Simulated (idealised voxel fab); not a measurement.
This is a process module. Its name is voxel self aligned vias.
The cross-section on display is named cut; it measures 220 nm wide, and its cells are 5 nm squares.
Heads up, the way a cross-section reads in here is a grid of square cells, handed over as bands from the top down, with every band being one or more rows of cells.
Band: top height; bottom height; in nm. Then, left to right: material with width in nm, for each material. "edge to edge": a single material spanning edge to edge. "empty": empty space.
Where do heights start? At 0: under that level the wafer as delivered is made of one material only. And the lowest band has no floor; it just carries on downward, as in "0 nm and below".
Top row gets the first number, bottom row gets the second, and each row in between changes by the same step: that is how a band width like "30..40" works.
"everything unchanged" after a step means that no cell of the cross-section changed.
The entry "Closed void inventory" lists the empty spaces that cover at least 8 cells and have no open path to the top. Each is written as width x height at distance, where the distance is measured from the left edge and all three values are in nm.
Where a step's line continues beyond its settings, the continuation is a remark by the simulator itself on that step.
overlay nm, on a step with a mask: how far to the right of its planned place the mask lay; to the left if negative
**Steps planned for the process**
1,op RECEIVE | material Si
2,op CONFORMAL_DEP | material SiO2 | thk nm 15
3,op CONFORMAL_DEP | material SiCN | thk nm 5
4,op DIRECTIONAL_DEP | material SiO2 | thk nm 25
5,op DIRECTIONAL_DEP | material aC | thk nm 10
6,op PATTERN | tone open | mask id LINES | material resist | width nm 30 | pitch nm 70 | thk nm 25 | overlay nm 0
7,op DIRECTIONAL_ETCH | etch materials aC | depth nm 10
8,op STRIP | etch materials resist
9,op DIRECTIONAL_ETCH | etch materials SiO2 | depth nm 25
10,op STRIP | etch materials aC
11,op CONFORMAL_DEP | material TiN | thk nm 5
12,op FILL_DEP | material Ru | thk nm 10
13,op CMP | height nm 45
14,op SELECTIVE_ETCH | etch materials W Ru TiN | depth nm 10
15,op FILL_DEP | material SiN | thk nm 10
16,op CMP | height nm 45
17,op DIRECTIONAL_DEP | material SiO2 | thk nm 15
18,op MASKED_ETCH | tone open | mask id VIAS | width nm 50 | pitch nm 70 | etch materials SiO2 | depth nm 15 | overlay nm 0
19,op MASKED_ETCH | tone open | mask id VIAS | width nm 50 | pitch nm 70 | etch materials SiN | depth nm 10 | overlay nm 0
20,op CONFORMAL_DEP | material TiN | thk nm 5
21,op FILL_DEP | material Cu | thk nm 5
22,op CMP | height nm 60
23,op CONFORMAL_DEP | material SiCN | thk nm 5
**Cross-section, incoming material, after step 1**
* 0 nm and below | Si edge to edge
* Closed void inventory: none
**Cross-section taken at module completion on the first of two wafers; processed per the plan**
* 65 nm to 60 nm | SiCN edge to edge
* 60 nm to 50 nm | 50 of SiO2 / 5 of TiN / 40 of Cu / 5 of TiN / 20 of SiO2 / 5 of TiN / 40 of Cu / 5 of TiN / 50 of SiO2
* 50 nm to 40 nm | 50..60 of SiO2 / 15..5 of TiN / 20 of Cu / 15..5 of TiN / 20..40 of SiO2 / 15..5 of TiN / 20 of Cu / 15..5 of TiN / 50..60 of SiO2
* 40 nm to 35 nm | 60 of SiO2 / 30 of TiN / 40 of SiO2 / 30 of TiN / 60 of SiO2
* 35 nm to 25 nm | 60 of SiO2 / 5 of TiN / 20 of Ru / 5 of TiN / 40 of SiO2 / 5 of TiN / 20 of Ru / 5 of TiN / 60 of SiO2
* 25 nm to 20 nm | 60 of SiO2 / 30 of TiN / 40 of SiO2 / 30 of TiN / 60 of SiO2
* 20 nm to 15 nm | SiCN edge to edge
* 15 nm to 0 nm | SiO2 edge to edge
* 0 nm and below | Si edge to edge
* Closed void inventory: none
**Cross-sectional view: second of two wafers, end of module; start and plan identical to the first, one mistake in running**
* 65 nm to 60 nm | SiCN edge to edge
* 60 nm to 50 nm | 55 of SiO2 / 5 of TiN / 35 of Cu / 5 of TiN / 25 of SiO2 / 5 of TiN / 35 of Cu / 5 of TiN / 50 of SiO2
* 50 nm to 40 nm | 55..60 of SiO2 / 10..5 of TiN / 20 of Cu / 15..5 of TiN / 25..40 of SiO2 / 10..5 of TiN / 20 of Cu / 15..5 of TiN / 50..60 of SiO2
* 40 nm to 35 nm | 60 of SiO2 / 30 of TiN / 40 of SiO2 / 30 of TiN / 60 of SiO2
* 35 nm to 25 nm | 60 of SiO2 / 5 of TiN / 20 of Ru / 5 of TiN / 40 of SiO2 / 5 of TiN / 20 of Ru / 5 of TiN / 60 of SiO2
* 25 nm to 20 nm | 60 of SiO2 / 30 of TiN / 40 of SiO2 / 30 of TiN / 60 of SiO2
* 20 nm to 15 nm | SiCN edge to edge
* 15 nm to 0 nm | SiO2 edge to edge
* 0 nm and below | Si edge to edge
* Closed void inventory: none
What broke from the plan during processing? rather than as planned, step 18 actually ran as op MASKED_ETCH | tone open | mask id VIAS | width nm 45 | pitch nm 70 | etch materials SiO2 | depth nm 15 | overlay nm 0
Cell-count delta at end, second wafer over first, by material: Cu -4 | SiO2 +6 | TiN -2
